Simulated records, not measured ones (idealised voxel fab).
This section sets out a process module, namely voxel self aligned contacts.
Cross-section cut: width 270 nm, square cells of 5 nm.
Cross-section layout: square cells on a grid; listed as bands, top to bottom; a band spans one or more cell rows. It is stipulated that each band's entry specify, in nanometres, the height of the top of the band and then that of its bottom, followed by the materials of the band in left-to-right sequence, each together with its width in nanometres. A single material marked by the word "everywhere" is understood to fill the band from edge to edge; the word "blank" is understood to denote empty space. Heights are expressed relative to 0, this being the level below which the as-received wafer comprises one material exclusively. The lowest band is unbounded in the downward direction and is denoted as in "0 nm and below". Width "30 to 40": first value at the band's top row of cells, second value at its bottom row, equal change from row to row. When a step is marked "stayed the same", none of the cells in the cross-section changed during that step. "Closed cavity list" enumerates empty spaces isolated from the top, with no open way to it, that contain at least 8 cells, giving each as width x height at distance from the left edge, all three in nm. What comes after the settings on a step's line is commentary from the simulator itself on that step. "overlay nm" denotes, for a step that has a mask, the displacement of the mask to the right of its planned place, with negative values corresponding to the left.

[Intended process steps]
- 1: RECEIVE: material Si
- 2: CONFORMAL_DEP: material SiO2, thk nm 5
- 3: DIRECTIONAL_DEP: material polySi, thk nm 25
- 4: DIRECTIONAL_DEP: material SiN, thk nm 20
- 5: MASKED_ETCH: tone cover, mask id GATE, width nm 25, pitch nm 65, etch materials SiN, depth nm 20, overlay nm 0
- 6: MASKED_ETCH: tone cover, mask id GATE, width nm 25, pitch nm 65, etch materials polySi, depth nm 25, overlay nm 0
- 7: CONFORMAL_DEP: material SiN, thk nm 10
- 8: DIRECTIONAL_ETCH: etch materials SiN, depth nm 10
- 9: FILL_DEP: material SiO2, thk nm 15
- 10: CMP: height nm 55
- 11: PATTERN: tone open, mask id CONTACT, material resist, width nm 50, pitch nm 65, thk nm 15, overlay nm 0
- 12: DIRECTIONAL_ETCH: etch materials SiO2, depth nm 55
- 13: STRIP: etch materials resist
- 14: CONFORMAL_DEP: material TiN, thk nm 5
- 15: FILL_DEP: material W, thk nm 5
- 16: CMP: height nm 55
- 17: CONFORMAL_DEP: material SiN, thk nm 5

[The first of two wafers, run as planned]

[Cross-section: wafer on arrival = after step 1]
  0 nm and below  Si everywhere
  Closed cavity list: none

[How the wafer stands in section after step 2]
  5 nm to 0 nm  SiO2 everywhere
  Below 0 it's all the same as before, nothing changed down there.

[How the wafer stands in section after step 3]
  30 nm to 5 nm  polySi everywhere
  Below 5 it's all the same as before, nothing changed down there.

[How the wafer stands in section after step 4]
  50 nm to 30 nm  SiN everywhere
  Below 30 it's all the same as before, nothing changed down there.

[How the wafer stands in section after step 5]
  50 nm to 30 nm  blank=55; SiN=25; blank=40; SiN=25; blank=40; SiN=25; blank=60
  Below 30 it's all the same as before, nothing changed down there.

[How the wafer stands in section after step 6]
  50 nm to 30 nm  blank=55; SiN=25; blank=40; SiN=25; blank=40; SiN=25; blank=60
  30 nm to 5 nm  blank=55; polySi=25; blank=40; polySi=25; blank=40; polySi=25; blank=60
  Below 5 it's all the same as before, nothing changed down there.

[How the wafer stands in section after step 7]
  60 nm to 30 nm  blank=45; SiN=45; blank=20; SiN=45; blank=20; SiN=45; blank=50
  30 nm to 15 nm  blank=45; SiN=10; polySi=25; SiN=10; blank=20; SiN=10; polySi=25; SiN=10; blank=20; SiN=10; polySi=25; SiN=10; blank=50
  15 nm to 5 nm  SiN=55; polySi=25; SiN=40; polySi=25; SiN=40; polySi=25; SiN=60
  Below 5 it's all the same as before, nothing changed down there.

[How the wafer stands in section after step 8]
  50 nm to 30 nm  blank=45; SiN=45; blank=20; SiN=45; blank=20; SiN=45; blank=50
  30 nm to 5 nm  blank=45; SiN=10; polySi=25; SiN=10; blank=20; SiN=10; polySi=25; SiN=10; blank=20; SiN=10; polySi=25; SiN=10; blank=50
  Below 5 it's all the same as before, nothing changed down there.

[How the wafer stands in section after step 9]
  65 nm to 50 nm  SiO2 everywhere
  50 nm to 30 nm  SiO2=45; SiN=45; SiO2=20; SiN=45; SiO2=20; SiN=45; SiO2=50
  30 nm to 5 nm  SiO2=45; SiN=10; polySi=25; SiN=10; SiO2=20; SiN=10; polySi=25; SiN=10; SiO2=20; SiN=10; polySi=25; SiN=10; SiO2=50
  Below 5 it's all the same as before, nothing changed down there.

[How the wafer stands in section after step 10]
  55 nm to 50 nm  SiO2 everywhere
  Below 50 it's all the same as before, nothing changed down there.

[How the wafer stands in section after step 11]
  70 nm to 55 nm  resist=75; blank=50; resist=15; blank=50; resist=80
  Below 55 it's all the same as before, nothing changed down there.

[How the wafer stands in section after step 12]
  70 nm to 55 nm  resist=75; blank=50; resist=15; blank=50; resist=80
  55 nm to 50 nm  SiO2=75; blank=50; SiO2=15; blank=50; SiO2=80
  50 nm to 30 nm  SiO2=45; SiN=45; blank=20; SiN=45; blank=20; SiN=45; SiO2=50
  30 nm to 5 nm  SiO2=45; SiN=10; polySi=25; SiN=10; blank=20; SiN=10; polySi=25; SiN=10; blank=20; SiN=10; polySi=25; SiN=10; SiO2=50
  5 nm to 0 nm  SiO2=90; blank=20; SiO2=45; blank=20; SiO2=95
  Below 0 it's all the same as before, nothing changed down there.

[How the wafer stands in section after step 13]
  55 nm to 50 nm  SiO2=75; blank=50; SiO2=15; blank=50; SiO2=80
  Below 50 it's all the same as before, nothing changed down there.

[How the wafer stands in section after step 14]
  60 nm to 55 nm  TiN=80; blank=40; TiN=25; blank=40; TiN=85
  55 nm to 50 nm  SiO2=75; TiN=20; blank=10; TiN=20; SiO2=15; TiN=20; blank=10; TiN=20; SiO2=80
  50 nm to 30 nm  SiO2=45; SiN=45; TiN=5; blank=10; TiN=5; SiN=45; TiN=5; blank=10; TiN=5; SiN=45; SiO2=50
  30 nm to 5 nm  SiO2=45; SiN=10; polySi=25; SiN=10; TiN=5; blank=10; TiN=5; SiN=10; polySi=25; SiN=10; TiN=5; blank=10; TiN=5; SiN=10; polySi=25; SiN=10; SiO2=50
  5 nm to 0 nm  SiO2=90; TiN=20; SiO2=45; TiN=20; SiO2=95
  Below 0 it's all the same as before, nothing changed down there.

[How the wafer stands in section after step 15]
  65 nm to 60 nm  W everywhere
  60 nm to 55 nm  TiN=80; W=40; TiN=25; W=40; TiN=85
  55 nm to 50 nm  SiO2=75; TiN=20; W=10; TiN=20; SiO2=15; TiN=20; W=10; TiN=20; SiO2=80
  50 nm to 30 nm  SiO2=45; SiN=45; TiN=5; W=10; TiN=5; SiN=45; TiN=5; W=10; TiN=5; SiN=45; SiO2=50
  30 nm to 5 nm  SiO2=45; SiN=10; polySi=25; SiN=10; TiN=5; W=10; TiN=5; SiN=10; polySi=25; SiN=10; TiN=5; W=10; TiN=5; SiN=10; polySi=25; SiN=10; SiO2=50
  Below 5 it's all the same as before, nothing changed down there.

[How the wafer stands in section after step 16]
  55 nm to 50 nm  SiO2=75; TiN=20; W=10; TiN=20; SiO2=15; TiN=20; W=10; TiN=20; SiO2=80
  Below 50 it's all the same as before, nothing changed down there.

[How the wafer stands in section after step 17]
  60 nm to 55 nm  SiN everywhere
  Below 55 it's all the same as before, nothing changed down there.

[Second wafer. Start and plan as for the first. One mistake made in running. Agrees with the first up to and including step 7]

[Second wafer, section view, time point: scheduled end of step 8]
  55 nm to 30 nm  blank=45; SiN=45; blank=20; SiN=45; blank=20; SiN=45; blank=50
  30 nm to 10 nm  blank=45; SiN=10; polySi=25; SiN=10; blank=20; SiN=10; polySi=25; SiN=10; blank=20; SiN=10; polySi=25; SiN=10; blank=50
  Below 10 it's all the same as before, nothing changed down there.

[Second wafer, section view, time point: scheduled end of step 9]
  70 nm to 55 nm  SiO2 everywhere
  55 nm to 30 nm  SiO2=45; SiN=45; SiO2=20; SiN=45; SiO2=20; SiN=45; SiO2=50
  30 nm to 10 nm  SiO2=45; SiN=10; polySi=25; SiN=10; SiO2=20; SiN=10; polySi=25; SiN=10; SiO2=20; SiN=10; polySi=25; SiN=10; SiO2=50
  Below 10 it's all the same as before, nothing changed down there.

[Second wafer, section view, time point: scheduled end of step 10]
  55 nm to 30 nm  SiO2=45; SiN=45; SiO2=20; SiN=45; SiO2=20; SiN=45; SiO2=50
  Below 30 it's all the same as before, nothing changed down there.

[Second wafer, section view, time point: scheduled end of step 11]
  70 nm to 55 nm  resist=75; blank=50; resist=15; blank=50; resist=80
  Below 55 it's all the same as before, nothing changed down there.

[Second wafer, section view, time point: scheduled end of step 12]
  70 nm to 55 nm  resist=75; blank=50; resist=15; blank=50; resist=80
  55 nm to 30 nm  SiO2=45; SiN=45; blank=20; SiN=45; blank=20; SiN=45; SiO2=50
  30 nm to 10 nm  SiO2=45; SiN=10; polySi=25; SiN=10; blank=20; SiN=10; polySi=25; SiN=10; blank=20; SiN=10; polySi=25; SiN=10; SiO2=50
  Below 10 it's all the same as before, nothing changed down there.

[Second wafer, section view, time point: scheduled end of step 13]
  55 nm to 30 nm  SiO2=45; SiN=45; blank=20; SiN=45; blank=20; SiN=45; SiO2=50
  Below 30 it's all the same as before, nothing changed down there.

[Second wafer, section view, time point: scheduled end of step 14]
  60 nm to 55 nm  TiN=95; blank=10; TiN=55; blank=10; TiN=100
  55 nm to 30 nm  SiO2=45; SiN=45; TiN=5; blank=10; TiN=5; SiN=45; TiN=5; blank=10; TiN=5; SiN=45; SiO2=50
  30 nm to 15 nm  SiO2=45; SiN=10; polySi=25; SiN=10; TiN=5; blank=10; TiN=5; SiN=10; polySi=25; SiN=10; TiN=5; blank=10; TiN=5; SiN=10; polySi=25; SiN=10; SiO2=50
  15 nm to 10 nm  SiO2=45; SiN=10; polySi=25; SiN=10; TiN=20; SiN=10; polySi=25; SiN=10; TiN=20; SiN=10; polySi=25; SiN=10; SiO2=50
  Below 10 it's all the same as before, nothing changed down there.

[Second wafer, section view, time point: scheduled end of step 15]
  65 nm to 60 nm  W everywhere
  60 nm to 55 nm  TiN=95; W=10; TiN=55; W=10; TiN=100
  55 nm to 30 nm  SiO2=45; SiN=45; TiN=5; W=10; TiN=5; SiN=45; TiN=5; W=10; TiN=5; SiN=45; SiO2=50
  30 nm to 15 nm  SiO2=45; SiN=10; polySi=25; SiN=10; TiN=5; W=10; TiN=5; SiN=10; polySi=25; SiN=10; TiN=5; W=10; TiN=5; SiN=10; polySi=25; SiN=10; SiO2=50
  Below 15 it's all the same as before, nothing changed down there.

[Second wafer, section view, time point: scheduled end of step 16]
  55 nm to 30 nm  SiO2=45; SiN=45; TiN=5; W=10; TiN=5; SiN=45; TiN=5; W=10; TiN=5; SiN=45; SiO2=50
  Below 30 it's all the same as before, nothing changed down there.

[Second wafer, section view, time point: scheduled end of step 17]
  60 nm to 55 nm  SiN everywhere
  Below 55 it's all the same as before, nothing changed down there.
So what did we get wrong on this run? step 8 ran with different settings than intended, the actual operation and settings being DIRECTIONAL_ETCH: etch materials SiN, depth nm 5
Final tally in cells, some materials are higher or lower on the second wafer than on the first: SiN +54; SiO2 -26; TiN -20; W -8
